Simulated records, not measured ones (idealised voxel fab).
The process module presented herein is designated voxel capacitor over wiring.
This is section cut - it's 185 nm across, gridded in 5 nm square cells.
Notation: cross-section as square-cell grid; stated in bands, top first, going down; one or more cell rows per band. Each band's line starts with the height of the band's top and of its bottom, in nm. Then come its materials from left to right, each with its width in nm. One material with "full width" fills the band from edge to edge. "empty" is empty space. Ref level 0: as-received wafer is one material below here. Bottom band extends down with no lower bound ("top 0, no bottom"). Note: "30->40" means the width goes from the first number (top row of the band) to the second number (bottom row) in equal steps per row of cells. Where the words "nothing different" appear for a step, the cross-section shows no cell changed by that step; every cell remained as before. "Encapsulated voids" means: voids of 8 cells or more that are shut off from the top with no open way through. Written width x height at distance, distance from the left edge, in nm. The remark found on a step's line after its settings is issued by the simulator itself and pertains to that step. The optional step-line setting "overlay nm" applies to steps with a mask and quantifies how far to the right of its planned location the mask lay, a negative value indicating leftward placement.
STEPS IN THE PROCESS PLAN
1: RECEIVE | material Si
2: CONFORMAL_DEP | material SiO2 | thk nm 10
3: CONFORMAL_DEP | material SiCN | thk nm 5
4: DIRECTIONAL_DEP | material lowk | thk nm 15
5: MASKED_ETCH | tone open | mask id METAL_1 | width nm 30 | pitch nm 85 | etch materials lowk | depth nm 15 | overlay nm 0
6: MASKED_ETCH | tone open | mask id METAL_1 | width nm 30 | pitch nm 85 | etch materials SiCN | depth nm 5 | overlay nm 0
7: CONFORMAL_DEP | material TiN | thk nm 5
8: FILL_DEP | material Cu | thk nm 5
9: CMP | height nm 30
10: CONFORMAL_DEP | material SiCN | thk nm 5
11: DIRECTIONAL_DEP | material SiO2 | thk nm 10
12: PATTERN | tone open | mask id PLUG_1 | material resist | width nm 15 | thk nm 20 | overlay nm 0
13: DIRECTIONAL_ETCH | etch materials SiO2 | depth nm 10
14: DIRECTIONAL_ETCH | etch materials SiCN | depth nm 5
15: STRIP | etch materials resist
16: CONFORMAL_DEP | material TiN | thk nm 5
17: FILL_DEP | material Cu | thk nm 5
18: CMP | height nm 45
19: DIRECTIONAL_DEP | material TiN | thk nm 5
20: DIRECTIONAL_DEP | material SiN | thk nm 5
21: DIRECTIONAL_DEP | material TiN | thk nm 5
22: PATTERN | tone cover | mask id UPPER_PLATE | material resist | width nm 60 | thk nm 20 | overlay nm 0
23: DIRECTIONAL_ETCH | etch materials TiN | depth nm 5
24: DIRECTIONAL_ETCH | etch materials SiN | depth nm 5
25: STRIP | etch materials resist
26: PATTERN | tone cover | mask id LOWER_PLATE | material resist | width nm 70 | thk nm 20 | overlay nm 0
27: DIRECTIONAL_ETCH | etch materials TiN | depth nm 5
28: STRIP | etch materials resist
29: FILL_DEP | material SiO2 | thk nm 20
30: CMP | height nm 75
31: MASKED_ETCH | tone open | mask id PLUG_2 | width nm 15 | etch materials SiO2 | depth nm 15 | overlay nm 0
32: CONFORMAL_DEP | material TiN | thk nm 5
33: FILL_DEP | material Ru | thk nm 5
34: CMP | height nm 75
35: CONFORMAL_DEP | material SiCN | thk nm 5
Same starting wafers, different thk nm at step 7. Plan value belongs to the first wafer.
THE AS-RECEIVED CROSS-SECTION OF THE FIRST OF SEVERAL WAFERS CORRESPONDS TO THE STATE AFTER STEP 1
* top 0, no bottom = Si full width
* Encapsulated voids: none
HERE IS HOW TO READ THE ROWS: EVERY WAFER HAS A ROW, AND IT SHOWS THE WAFER AT THE END OF THE MODULE, GIVING FOR EACH MATERIAL HOW MANY CELLS WERE GAINED (+) OR LOST (-) SINCE THE WAFER WAS RECEIVED, THEN LISTING ITS CLOSED VOIDS
thk nm 5, +26 Cu, +2 Ru, +96 SiCN, +12 SiN, +317 SiO2, +64 TiN, +75 lowk, Encapsulated voids: none
thk nm 10, +10 Cu, +2 Ru, +96 SiCN, +12 SiN, +317 SiO2, +80 TiN, +75 lowk, Encapsulated voids: none
thk nm 15, +2 Cu, +2 Ru, +96 SiCN, +12 SiN, +317 SiO2, +88 TiN, +75 lowk, Encapsulated voids: none
thk nm 20, +2 Cu, +2 Ru, +96 SiCN, +12 SiN, +317 SiO2, +88 TiN, +75 lowk, Encapsulated voids: none
